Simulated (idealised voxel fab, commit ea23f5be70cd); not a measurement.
The process module presented herein is designated voxel double patterning.
Section cut is 245 nm wide and gridded with 5 nm square cells.
For the purposes of this document, a cross-section shall be understood as a grid of square cells, specified as bands listed in top-to-bottom order, each band consisting of one or more rows of cells. Band: top and bottom heights (nm) first, top before bottom; then materials from left to right, widths in nm. "edge to edge" marks a sole material filling the band edge to edge. "empty" denotes empty space. Counting heights begins at 0, where everything beneath is, in the wafer as received, one material. The lowest band has no bottom; it goes on downwards, as "0 -> down" shows. The notation "30..40" denotes a width that varies across the rows of cells in the band, beginning at the first number in the top row, finishing at the second number in the bottom row, and changing by an identical amount from each row to the next. What does "no change" mean for a step? It means no cell of the cross-section changed in that step. For the entry "Fully sealed voids", the listed items are empty spaces with no open way to the top whose size is 8 cells or more; each item follows the pattern width x height at distance, where distance is from the left edge and all three are in nm. That trailing text on a step's line, after the settings, is the simulator's own remark on the step. The "overlay nm" setting may appear on a step's line; for a step that uses a mask, it gives how far to the right of its planned position the mask lay, and a negative value indicates the left.
# plan
1. RECEIVE,material Si
2. CONFORMAL_DEP,material SiO2,thk nm 10
3. DIRECTIONAL_DEP,material W,thk nm 20
4. DIRECTIONAL_DEP,material SiCN,thk nm 10
5. MASKED_ETCH,tone open,mask id FIRST,width nm 15,pitch nm 50,etch materials SiCN,depth nm 10,overlay nm 0
6. MASKED_ETCH,tone open,mask id SECOND,width nm 15,etch materials SiCN,depth nm 5,overlay nm 0
7. DIRECTIONAL_ETCH,etch materials W,depth nm 20
8. STRIP,etch materials SiCN
The value of depth nm given for step 6 in the plan refers to the first wafer; the wafers vary in this setting and are alike at the start.
# Cross-section of the first incoming wafer of several, state after step 1
  0 -> down = Si edge to edge
  Fully sealed voids: none
# What follows is a table in which each wafer occupies a row; for the wafer as it stands at the close of the module, the row states, material by material, how many cells have been gained (+) or lost (-) since receipt, and then gives its closed voids
depth nm 5 | +98 SiO2 | +172 W | Fully sealed voids: none
depth nm 10 | +98 SiO2 | +160 W | Fully sealed voids: none
depth nm 15 | +98 SiO2 | +160 W | Fully sealed voids: none
depth nm 20 | +98 SiO2 | +160 W | Fully sealed voids: none
depth nm 25 | +98 SiO2 | +160 W | Fully sealed voids: none
